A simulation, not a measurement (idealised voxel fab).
process module | voxel self aligned contacts
Displayed cross-section: cut, width of 285 nm, square cells sized 5 nm.
The cross-sections in this document take the form of a grid made of square cells. They are written out as bands, in order from top to bottom. Each band consists of one or more rows of cells. Band entry format. Leading values: height of top, height of bottom, nm. Remainder: materials in left-to-right order, each with its width in nm. Special words: "throughout" on a single material, which then fills the band edge to edge; "air", empty space. Heights are measured from 0, the level below which the as-received wafer is all one material; the lowest band has no bottom and continues downward, written as in "0 down". So if you see something like "30->40" for the width, read it as the top row of the band sitting at the first number and the bottom row at the second, with every row in between moving by the same amount as the last. Where the words "no alteration" appear for a step, the cross-section shows no cell changed by that step; every cell remained as before. The label "Sealed void listing" introduces a list of the empty spaces, 8 cells or larger, that have no open way up to the top; each entry in it reads width x height at distance, where the distance is taken from the left edge and all three are stated in nm. It should be noted that, on the line of a given step, the content following the step's settings is a remark produced by the simulator itself with respect to that step. When a step includes a mask, the "overlay nm" setting on its line states how far to the right of its planned place that mask lay, and negative values state how far to the left.

Here's what the planned process steps look like:
- 1: RECEIVE [material Si]
- 2: CONFORMAL_DEP [material SiO2] [thk nm 5]
- 3: DIRECTIONAL_DEP [material polySi] [thk nm 25]
- 4: DIRECTIONAL_DEP [material SiN] [thk nm 15]
- 5: DIRECTIONAL_DEP [material aC] [thk nm 15]
- 6: PATTERN [tone cover] [mask id GATE] [material resist] [width nm 35] [pitch nm 60] [thk nm 30] [overlay nm 0]
- 7: DIRECTIONAL_ETCH [etch materials aC] [depth nm 15]
- 8: STRIP [etch materials resist]
- 9: DIRECTIONAL_ETCH [etch materials SiN] [depth nm 15]
- 10: DIRECTIONAL_ETCH [etch materials polySi] [depth nm 25]
- 11: STRIP [etch materials aC]
- 12: CONFORMAL_DEP [material SiN] [thk nm 5]
- 13: DIRECTIONAL_ETCH [etch materials SiN] [depth nm 5]
- 14: FILL_DEP [material SiO2] [thk nm 15]
- 15: CMP [height nm 55]
- 16: DIRECTIONAL_DEP [material aC] [thk nm 15]
- 17: PATTERN [tone open] [mask id CONTACT] [material resist] [width nm 45] [pitch nm 60] [thk nm 35] [overlay nm 0]
- 18: DIRECTIONAL_ETCH [etch materials aC] [depth nm 15]
- 19: STRIP [etch materials resist]
- 20: DIRECTIONAL_ETCH [etch materials SiO2] [depth nm 55]
- 21: STRIP [etch materials aC]
- 22: CONFORMAL_DEP [material TiN] [thk nm 5]
- 23: FILL_DEP [material Ru] [thk nm 5]
- 24: CMP [height nm 55]
- 25: CONFORMAL_DEP [material SiCN] [thk nm 5]

The first of a set of two wafers, run to plan:

As-received wafer cross-section (after step 1):
> 0 down: Si throughout
> Sealed void listing: none

State of the wafer after step 2, shown in cross-section:
> 5 to 0: SiO2 throughout
> Whatever lies below 0 is exactly as it was before.

State of the wafer after step 3, shown in cross-section:
> 30 to 5: polySi throughout
> Whatever lies below 5 is exactly as it was before.

State of the wafer after step 4, shown in cross-section:
> 45 to 30: SiN throughout
> Whatever lies below 30 is exactly as it was before.

State of the wafer after step 5, shown in cross-section:
> 60 to 45: aC throughout
> Whatever lies below 45 is exactly as it was before.

State of the wafer after step 6, shown in cross-section:
> 90 to 60: air 65 nm, resist 35 nm, air 25 nm, resist 35 nm, air 25 nm, resist 35 nm, air 65 nm
> Whatever lies below 60 is exactly as it was before.

State of the wafer after step 7, shown in cross-section:
> 75 to 60: air 65 nm, resist 35 nm, air 25 nm, resist 35 nm, air 25 nm, resist 35 nm, air 65 nm
> 60 to 45: air 65 nm, aC 35 nm, air 25 nm, aC 35 nm, air 25 nm, aC 35 nm, air 65 nm
> Whatever lies below 45 is exactly as it was before.

State of the wafer after step 8, shown in cross-section:
> 60 to 45: air 65 nm, aC 35 nm, air 25 nm, aC 35 nm, air 25 nm, aC 35 nm, air 65 nm
> Whatever lies below 45 is exactly as it was before.

State of the wafer after step 9, shown in cross-section:
> 60 to 45: air 65 nm, aC 35 nm, air 25 nm, aC 35 nm, air 25 nm, aC 35 nm, air 65 nm
> 45 to 30: air 65 nm, SiN 35 nm, air 25 nm, SiN 35 nm, air 25 nm, SiN 35 nm, air 65 nm
> Whatever lies below 30 is exactly as it was before.

State of the wafer after step 10, shown in cross-section:
> 60 to 45: air 65 nm, aC 35 nm, air 25 nm, aC 35 nm, air 25 nm, aC 35 nm, air 65 nm
> 45 to 30: air 65 nm, SiN 35 nm, air 25 nm, SiN 35 nm, air 25 nm, SiN 35 nm, air 65 nm
> 30 to 5: air 65 nm, polySi 35 nm, air 25 nm, polySi 35 nm, air 25 nm, polySi 35 nm, air 65 nm
> Whatever lies below 5 is exactly as it was before.

State of the wafer after step 11, shown in cross-section:
> 45 to 30: air 65 nm, SiN 35 nm, air 25 nm, SiN 35 nm, air 25 nm, SiN 35 nm, air 65 nm
> Whatever lies below 30 is exactly as it was before.

State of the wafer after step 12, shown in cross-section:
> 50 to 30: air 60 nm, SiN 45 nm, air 15 nm, SiN 45 nm, air 15 nm, SiN 45 nm, air 60 nm
> 30 to 10: air 60 nm, SiN 5 nm, polySi 35 nm, SiN 5 nm, air 15 nm, SiN 5 nm, polySi 35 nm, SiN 5 nm, air 15 nm, SiN 5 nm, polySi 35 nm, SiN 5 nm, air 60 nm
> 10 to 5: SiN 65 nm, polySi 35 nm, SiN 25 nm, polySi 35 nm, SiN 25 nm, polySi 35 nm, SiN 65 nm
> Whatever lies below 5 is exactly as it was before.

State of the wafer after step 13, shown in cross-section:
> 45 to 30: air 60 nm, SiN 45 nm, air 15 nm, SiN 45 nm, air 15 nm, SiN 45 nm, air 60 nm
> 30 to 5: air 60 nm, SiN 5 nm, polySi 35 nm, SiN 5 nm, air 15 nm, SiN 5 nm, polySi 35 nm, SiN 5 nm, air 15 nm, SiN 5 nm, polySi 35 nm, SiN 5 nm, air 60 nm
> Whatever lies below 5 is exactly as it was before.

State of the wafer after step 14, shown in cross-section:
> 60 to 45: SiO2 throughout
> 45 to 30: SiO2 60 nm, SiN 45 nm, SiO2 15 nm, SiN 45 nm, SiO2 15 nm, SiN 45 nm, SiO2 60 nm
> 30 to 5: SiO2 60 nm, SiN 5 nm, polySi 35 nm, SiN 5 nm, SiO2 15 nm, SiN 5 nm, polySi 35 nm, SiN 5 nm, SiO2 15 nm, SiN 5 nm, polySi 35 nm, SiN 5 nm, SiO2 60 nm
> Whatever lies below 5 is exactly as it was before.

State of the wafer after step 15, shown in cross-section:
> 55 to 45: SiO2 throughout
> Whatever lies below 45 is exactly as it was before.

State of the wafer after step 16, shown in cross-section:
> 70 to 55: aC throughout
> Whatever lies below 55 is exactly as it was before.

State of the wafer after step 17, shown in cross-section:
> 105 to 70: resist 90 nm, air 45 nm, resist 15 nm, air 45 nm, resist 90 nm
> Whatever lies below 70 is exactly as it was before.

State of the wafer after step 18, shown in cross-section:
> 90 to 70: resist 90 nm, air 45 nm, resist 15 nm, air 45 nm, resist 90 nm
> 70 to 55: aC 90 nm, air 45 nm, aC 15 nm, air 45 nm, aC 90 nm
> Whatever lies below 55 is exactly as it was before.

State of the wafer after step 19, shown in cross-section:
> 70 to 55: aC 90 nm, air 45 nm, aC 15 nm, air 45 nm, aC 90 nm
> Whatever lies below 55 is exactly as it was before.

State of the wafer after step 20, shown in cross-section:
> 70 to 55: aC 90 nm, air 45 nm, aC 15 nm, air 45 nm, aC 90 nm
> 55 to 45: SiO2 90 nm, air 45 nm, SiO2 15 nm, air 45 nm, SiO2 90 nm
> 45 to 30: SiO2 60 nm, SiN 45 nm, air 15 nm, SiN 45 nm, air 15 nm, SiN 45 nm, SiO2 60 nm
> 30 to 5: SiO2 60 nm, SiN 5 nm, polySi 35 nm, SiN 5 nm, air 15 nm, SiN 5 nm, polySi 35 nm, SiN 5 nm, air 15 nm, SiN 5 nm, polySi 35 nm, SiN 5 nm, SiO2 60 nm
> 5 to 0: SiO2 105 nm, air 15 nm, SiO2 45 nm, air 15 nm, SiO2 105 nm
> Whatever lies below 0 is exactly as it was before.

State of the wafer after step 21, shown in cross-section:
> 55 to 45: SiO2 90 nm, air 45 nm, SiO2 15 nm, air 45 nm, SiO2 90 nm
> Whatever lies below 45 is exactly as it was before.

State of the wafer after step 22, shown in cross-section:
> 60 to 55: TiN 95 nm, air 35 nm, TiN 25 nm, air 35 nm, TiN 95 nm
> 55 to 45: SiO2 90 nm, TiN 5->20 nm, air 35->5 nm, TiN 5->20 nm, SiO2 15 nm, TiN 5->20 nm, air 35->5 nm, TiN 5->20 nm, SiO2 90 nm
> 45 to 30: SiO2 60 nm, SiN 45 nm, TiN 5 nm, air 5 nm, TiN 5 nm, SiN 45 nm, TiN 5 nm, air 5 nm, TiN 5 nm, SiN 45 nm, SiO2 60 nm
> 30 to 5: SiO2 60 nm, SiN 5 nm, polySi 35 nm, SiN 5 nm, TiN 5 nm, air 5 nm, TiN 5 nm, SiN 5 nm, polySi 35 nm, SiN 5 nm, TiN 5 nm, air 5 nm, TiN 5 nm, SiN 5 nm, polySi 35 nm, SiN 5 nm, SiO2 60 nm
> 5 to 0: SiO2 105 nm, TiN 15 nm, SiO2 45 nm, TiN 15 nm, SiO2 105 nm
> Whatever lies below 0 is exactly as it was before.

State of the wafer after step 23, shown in cross-section:
> 65 to 60: Ru throughout
> 60 to 55: TiN 95 nm, Ru 35 nm, TiN 25 nm, Ru 35 nm, TiN 95 nm
> 55 to 45: SiO2 90 nm, TiN 5->20 nm, Ru 35->5 nm, TiN 5->20 nm, SiO2 15 nm, TiN 5->20 nm, Ru 35->5 nm, TiN 5->20 nm, SiO2 90 nm
> 45 to 30: SiO2 60 nm, SiN 45 nm, TiN 5 nm, Ru 5 nm, TiN 5 nm, SiN 45 nm, TiN 5 nm, Ru 5 nm, TiN 5 nm, SiN 45 nm, SiO2 60 nm
> 30 to 5: SiO2 60 nm, SiN 5 nm, polySi 35 nm, SiN 5 nm, TiN 5 nm, Ru 5 nm, TiN 5 nm, SiN 5 nm, polySi 35 nm, SiN 5 nm, TiN 5 nm, Ru 5 nm, TiN 5 nm, SiN 5 nm, polySi 35 nm, SiN 5 nm, SiO2 60 nm
> Whatever lies below 5 is exactly as it was before.

State of the wafer after step 24, shown in cross-section:
> 55 to 45: SiO2 90 nm, TiN 5->20 nm, Ru 35->5 nm, TiN 5->20 nm, SiO2 15 nm, TiN 5->20 nm, Ru 35->5 nm, TiN 5->20 nm, SiO2 90 nm
> Whatever lies below 45 is exactly as it was before.

State of the wafer after step 25, shown in cross-section:
> 60 to 55: SiCN throughout
> Whatever lies below 55 is exactly as it was before.

Companion wafer, the second of two: same beginning, same intended sequence, one mistake in carrying it out; through step 11 inclusive it tracks the first exactly:

Second wafer cross-section, taken as of the time the plan sets for step 12 to be done:
> 50 to 45: air 60 nm, Ru 45 nm, air 15 nm, Ru 45 nm, air 15 nm, Ru 45 nm, air 60 nm
> 45 to 30: air 60 nm, Ru 5 nm, SiN 35 nm, Ru 5 nm, air 15 nm, Ru 5 nm, SiN 35 nm, Ru 5 nm, air 15 nm, Ru 5 nm, SiN 35 nm, Ru 5 nm, air 60 nm
> 30 to 10: air 60 nm, Ru 5 nm, polySi 35 nm, Ru 5 nm, air 15 nm, Ru 5 nm, polySi 35 nm, Ru 5 nm, air 15 nm, Ru 5 nm, polySi 35 nm, Ru 5 nm, air 60 nm
> 10 to 5: Ru 65 nm, polySi 35 nm, Ru 25 nm, polySi 35 nm, Ru 25 nm, polySi 35 nm, Ru 65 nm
> Whatever lies below 5 is exactly as it was before.

Second wafer cross-section, taken as of the time the plan sets for step 13 to be done: no alteration

Second wafer cross-section, taken as of the time the plan sets for step 14 to be done:
> 65 to 50: SiO2 throughout
> 50 to 45: SiO2 60 nm, Ru 45 nm, SiO2 15 nm, Ru 45 nm, SiO2 15 nm, Ru 45 nm, SiO2 60 nm
> 45 to 30: SiO2 60 nm, Ru 5 nm, SiN 35 nm, Ru 5 nm, SiO2 15 nm, Ru 5 nm, SiN 35 nm, Ru 5 nm, SiO2 15 nm, Ru 5 nm, SiN 35 nm, Ru 5 nm, SiO2 60 nm
> 30 to 10: SiO2 60 nm, Ru 5 nm, polySi 35 nm, Ru 5 nm, SiO2 15 nm, Ru 5 nm, polySi 35 nm, Ru 5 nm, SiO2 15 nm, Ru 5 nm, polySi 35 nm, Ru 5 nm, SiO2 60 nm
> Whatever lies below 10 is exactly as it was before.

Second wafer cross-section, taken as of the time the plan sets for step 15 to be done:
> 55 to 50: SiO2 throughout
> Whatever lies below 50 is exactly as it was before.

Second wafer cross-section, taken as of the time the plan sets for step 16 to be done:
> 70 to 55: aC throughout
> Whatever lies below 55 is exactly as it was before.

Second wafer cross-section, taken as of the time the plan sets for step 17 to be done:
> 105 to 70: resist 90 nm, air 45 nm, resist 15 nm, air 45 nm, resist 90 nm
> Whatever lies below 70 is exactly as it was before.

Second wafer cross-section, taken as of the time the plan sets for step 18 to be done:
> 90 to 70: resist 90 nm, air 45 nm, resist 15 nm, air 45 nm, resist 90 nm
> 70 to 55: aC 90 nm, air 45 nm, aC 15 nm, air 45 nm, aC 90 nm
> Whatever lies below 55 is exactly as it was before.

Second wafer cross-section, taken as of the time the plan sets for step 19 to be done:
> 70 to 55: aC 90 nm, air 45 nm, aC 15 nm, air 45 nm, aC 90 nm
> Whatever lies below 55 is exactly as it was before.

Second wafer cross-section, taken as of the time the plan sets for step 20 to be done:
> 70 to 55: aC 90 nm, air 45 nm, aC 15 nm, air 45 nm, aC 90 nm
> 55 to 50: SiO2 90 nm, air 45 nm, SiO2 15 nm, air 45 nm, SiO2 90 nm
> 50 to 45: SiO2 60 nm, Ru 45 nm, air 15 nm, Ru 45 nm, air 15 nm, Ru 45 nm, SiO2 60 nm
> 45 to 30: SiO2 60 nm, Ru 5 nm, SiN 35 nm, Ru 5 nm, air 15 nm, Ru 5 nm, SiN 35 nm, Ru 5 nm, air 15 nm, Ru 5 nm, SiN 35 nm, Ru 5 nm, SiO2 60 nm
> 30 to 10: SiO2 60 nm, Ru 5 nm, polySi 35 nm, Ru 5 nm, air 15 nm, Ru 5 nm, polySi 35 nm, Ru 5 nm, air 15 nm, Ru 5 nm, polySi 35 nm, Ru 5 nm, SiO2 60 nm
> Whatever lies below 10 is exactly as it was before.

Second wafer cross-section, taken as of the time the plan sets for step 21 to be done:
> 55 to 50: SiO2 90 nm, air 45 nm, SiO2 15 nm, air 45 nm, SiO2 90 nm
> Whatever lies below 50 is exactly as it was before.

Second wafer cross-section, taken as of the time the plan sets for step 22 to be done:
> 60 to 55: TiN 95 nm, air 35 nm, TiN 25 nm, air 35 nm, TiN 95 nm
> 55 to 50: SiO2 90 nm, TiN 20 nm, air 5 nm, TiN 20 nm, SiO2 15 nm, TiN 20 nm, air 5 nm, TiN 20 nm, SiO2 90 nm
> 50 to 45: SiO2 60 nm, Ru 45 nm, TiN 5 nm, air 5 nm, TiN 5 nm, Ru 45 nm, TiN 5 nm, air 5 nm, TiN 5 nm, Ru 45 nm, SiO2 60 nm
> 45 to 30: SiO2 60 nm, Ru 5 nm, SiN 35 nm, Ru 5 nm, TiN 5 nm, air 5 nm, TiN 5 nm, Ru 5 nm, SiN 35 nm, Ru 5 nm, TiN 5 nm, air 5 nm, TiN 5 nm, Ru 5 nm, SiN 35 nm, Ru 5 nm, SiO2 60 nm
> 30 to 15: SiO2 60 nm, Ru 5 nm, polySi 35 nm, Ru 5 nm, TiN 5 nm, air 5 nm, TiN 5 nm, Ru 5 nm, polySi 35 nm, Ru 5 nm, TiN 5 nm, air 5 nm, TiN 5 nm, Ru 5 nm, polySi 35 nm, Ru 5 nm, SiO2 60 nm
> 15 to 10: SiO2 60 nm, Ru 5 nm, polySi 35 nm, Ru 5 nm, TiN 15 nm, Ru 5 nm, polySi 35 nm, Ru 5 nm, TiN 15 nm, Ru 5 nm, polySi 35 nm, Ru 5 nm, SiO2 60 nm
> Whatever lies below 10 is exactly as it was before.

Second wafer cross-section, taken as of the time the plan sets for step 23 to be done:
> 65 to 60: Ru throughout
> 60 to 55: TiN 95 nm, Ru 35 nm, TiN 25 nm, Ru 35 nm, TiN 95 nm
> 55 to 50: SiO2 90 nm, TiN 20 nm, Ru 5 nm, TiN 20 nm, SiO2 15 nm, TiN 20 nm, Ru 5 nm, TiN 20 nm, SiO2 90 nm
> 50 to 45: SiO2 60 nm, Ru 45 nm, TiN 5 nm, Ru 5 nm, TiN 5 nm, Ru 45 nm, TiN 5 nm, Ru 5 nm, TiN 5 nm, Ru 45 nm, SiO2 60 nm
> 45 to 30: SiO2 60 nm, Ru 5 nm, SiN 35 nm, Ru 5 nm, TiN 5 nm, Ru 5 nm, TiN 5 nm, Ru 5 nm, SiN 35 nm, Ru 5 nm, TiN 5 nm, Ru 5 nm, TiN 5 nm, Ru 5 nm, SiN 35 nm, Ru 5 nm, SiO2 60 nm
> 30 to 15: SiO2 60 nm, Ru 5 nm, polySi 35 nm, Ru 5 nm, TiN 5 nm, Ru 5 nm, TiN 5 nm, Ru 5 nm, polySi 35 nm, Ru 5 nm, TiN 5 nm, Ru 5 nm, TiN 5 nm, Ru 5 nm, polySi 35 nm, Ru 5 nm, SiO2 60 nm
> Whatever lies below 15 is exactly as it was before.

Second wafer cross-section, taken as of the time the plan sets for step 24 to be done:
> 55 to 50: SiO2 90 nm, TiN 20 nm, Ru 5 nm, TiN 20 nm, SiO2 15 nm, TiN 20 nm, Ru 5 nm, TiN 20 nm, SiO2 90 nm
> Whatever lies below 50 is exactly as it was before.

Second wafer cross-section, taken as of the time the plan sets for step 25 to be done:
> 60 to 55: SiCN throughout
> Whatever lies below 55 is exactly as it was before.
Here's what went sideways: step 12 ran with different settings than intended, the actual operation and settings being CONFORMAL_DEP [material Ru] [thk nm 5]
Bottom line after processing is that, in cells, the second wafer is up or down on some materials versus the first: Ru: 89 more, SiN: 48 fewer, SiO2: 33 fewer, TiN: 8 fewer
